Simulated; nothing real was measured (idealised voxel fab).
Herein follows the process module entitled voxel transistor to metal.
We display cut, a cross-section 185 nm in width whose square cells are each 5 nm.
Cross-sections here: square-cell grids, written as top-down lists of bands, a band being one or more rows of cells. Heads up on the band format: heights come first, top then bottom, in nm. After that it's the materials left to right, each with its width in nm. A single material flagged "edge to edge" fills the whole band edge to edge, and "empty" means there's empty space there. Zero point of the height axis is 0; under it, received wafer = one material. Lowest band: continues down indefinitely, "0 -> down". Think of "30->40" as a width that walks from the first number to the second as you go down the band, top row to bottom row, taking equal-sized steps from row to row. No cell of the cross-section changed in a step that is given as "nothing was modified". The label "Voids, sealed" introduces a list of the empty spaces, 8 cells or larger, that have no open way up to the top; each entry in it reads width x height at distance, where the distance is taken from the left edge and all three are stated in nm. Text after the settings on a step's line: the simulator's own remark on that step. If you see "overlay nm" on a step's line and that step has a mask, it's telling you how far right of where it was planned the mask ended up; a negative number means it went left instead.

-- Intended process steps
1: RECEIVE: material Si
2: OXIDIZE: depth nm 5
3: CONFORMAL_DEP: material SiN, thk nm 15
4: PATTERN: tone cover, mask id ACTIVE, material resist, width nm 115, thk nm 15, overlay nm 0
5: DIRECTIONAL_ETCH: etch materials SiN, depth nm 15
6: DIRECTIONAL_ETCH: etch materials SiO2, depth nm 5
7: DIRECTIONAL_ETCH: etch materials Si, depth nm 30
8: STRIP: etch materials resist
9: OXIDIZE: depth nm 5
10: FILL_DEP: material SiO2, thk nm 10
11: CMP: height nm 15
12: SELECTIVE_ETCH: etch materials SiO2, depth nm 10
13: STRIP: etch materials SiN
14: SELECTIVE_ETCH: etch materials SiO2, depth nm 5
15: OXIDIZE: depth nm 5
16: DIRECTIONAL_DEP: material polySi, thk nm 30
17: DIRECTIONAL_DEP: material SiCN, thk nm 15
18: PATTERN: tone cover, mask id GATE, material resist, width nm 35, thk nm 20, overlay nm 0
19: DIRECTIONAL_ETCH: etch materials SiCN, depth nm 25
20: DIRECTIONAL_ETCH: etch materials polySi, depth nm 40
21: STRIP: etch materials resist
22: CONFORMAL_DEP: material SiN, thk nm 5
23: DIRECTIONAL_ETCH: etch materials SiN, depth nm 5
24: DIRECTIONAL_ETCH: etch materials SiO2, depth nm 5
25: DIRECTIONAL_ETCH: etch materials Si, depth nm 10
26: EPI: material pSi, thk nm 15
27: FILL_DEP: material SiO2, thk nm 5
28: CMP: height nm 25
29: STRIP: etch materials polySi
30: SELECTIVE_ETCH: etch materials SiO2, depth nm 5
31: CONFORMAL_DEP: material HfO2, thk nm 5
32: CONFORMAL_DEP: material TiN, thk nm 5
33: FILL_DEP: material W, thk nm 10
34: CMP: height nm 20
35: DIRECTIONAL_DEP: material SiO2, thk nm 10
36: PATTERN: tone open, mask id CONTACT, material resist, width nm 15, pitch nm 90, thk nm 15, overlay nm 0
37: DIRECTIONAL_ETCH: etch materials SiO2, depth nm 35
38: STRIP: etch materials resist
39: CONFORMAL_DEP: material TiN, thk nm 5
40: FILL_DEP: material W, thk nm 10
41: CMP: height nm 30
42: CONFORMAL_DEP: material SiCN, thk nm 5
43: DIRECTIONAL_DEP: material lowk, thk nm 25
44: PATTERN: tone open, mask id METAL_1, material resist, width nm 15, pitch nm 90, thk nm 15, overlay nm 0
45: DIRECTIONAL_ETCH: etch materials lowk, depth nm 25
46: DIRECTIONAL_ETCH: etch materials SiCN, depth nm 5
47: STRIP: etch materials resist
48: CONFORMAL_DEP: material TiN, thk nm 5
49: FILL_DEP: material Cu, thk nm 10
50: CMP: height nm 60
51: EPI: material Ru, thk nm 5
52: FILL_DEP: material SiCN, thk nm 5
53: DIRECTIONAL_DEP: material lowk, thk nm 30
54: MASKED_ETCH: tone open, mask id METAL_2, width nm 15, pitch nm 90, etch materials lowk, depth nm 20, overlay nm 0
55: PATTERN: tone open, mask id METAL_2_HOLES, material resist, width nm 15, pitch nm 90, thk nm 20, overlay nm 0
56: DIRECTIONAL_ETCH: etch materials lowk, depth nm 10
57: DIRECTIONAL_ETCH: etch materials SiCN, depth nm 5
58: STRIP: etch materials resist
59: CONFORMAL_DEP: material TiN, thk nm 5
60: FILL_DEP: material Cu, thk nm 5
61: CMP: height nm 100
62: CONFORMAL_DEP: material SiCN, thk nm 5

-- Cross-section, incoming material, after step 1
0 -> down = Si edge to edge
Voids, sealed: none

-- The plan above was carried out on the starting structure above with one mistake, and this cross-section shows the wafer at the end of the module
105 -> 100 = SiCN edge to edge
100 -> 70 = 40 of lowk, 5 of TiN, 5 of Cu, 5 of TiN, 75 of lowk, 5 of TiN, 5 of Cu, 5 of TiN, 40 of lowk
70 -> 65 = 40 of SiCN, 15 of TiN, 75 of SiCN, 15 of TiN, 40 of SiCN
65 -> 60 = 35 of SiCN, 25 of Ru, 65 of SiCN, 25 of Ru, 35 of SiCN
60 -> 35 = 40 of lowk, 5 of TiN, 5 of Cu, 5 of TiN, 75 of lowk, 5 of TiN, 5 of Cu, 5 of TiN, 40 of lowk
35 -> 30 = 40 of SiCN, 15 of TiN, 75 of SiCN, 15 of TiN, 40 of SiCN
30 -> 25 = 40 of SiO2, 5 of TiN, 5 of W, 5 of TiN, 75 of SiO2, 5 of TiN, 5 of W, 5 of TiN, 40 of SiO2
25 -> 20 = 40 of SiO2, 15 of TiN, 75 of SiO2, 15 of TiN, 40 of SiO2
20 -> 5 = 65 of W, 5 of TiN, 5 of HfO2, 5 of SiN, 25 of SiO2, 5 of SiN, 5 of HfO2, 5 of TiN, 65 of W
5 -> 0 = 35 of TiN, 30 of W, 5 of TiN, 5 of HfO2, 5 of SiN, 25 of pSi, 5 of SiN, 5 of HfO2, 5 of TiN, 30 of W, 35 of TiN
0 -> -5 = 30 of HfO2, 40 of TiN, 5 of HfO2, 5 of SiN, 25 of pSi, 5 of SiN, 5 of HfO2, 40 of TiN, 30 of HfO2
-5 -> -10 = 25 of SiO2, 55 of HfO2, 25 of pSi, 55 of HfO2, 25 of SiO2
-10 -> -20 = 40 of SiO2, 40 of Si, 25 of pSi, 40 of Si, 40 of SiO2
-20 -> -40 = 40 of SiO2, 105 of Si, 40 of SiO2
-40 -> down = Si edge to edge
Voids, sealed: none
Plan not followed: step 18: run off-plan, actual operation and settings PATTERN: tone open, mask id GATE, material resist, width nm 35, thk nm 20, overlay nm 0
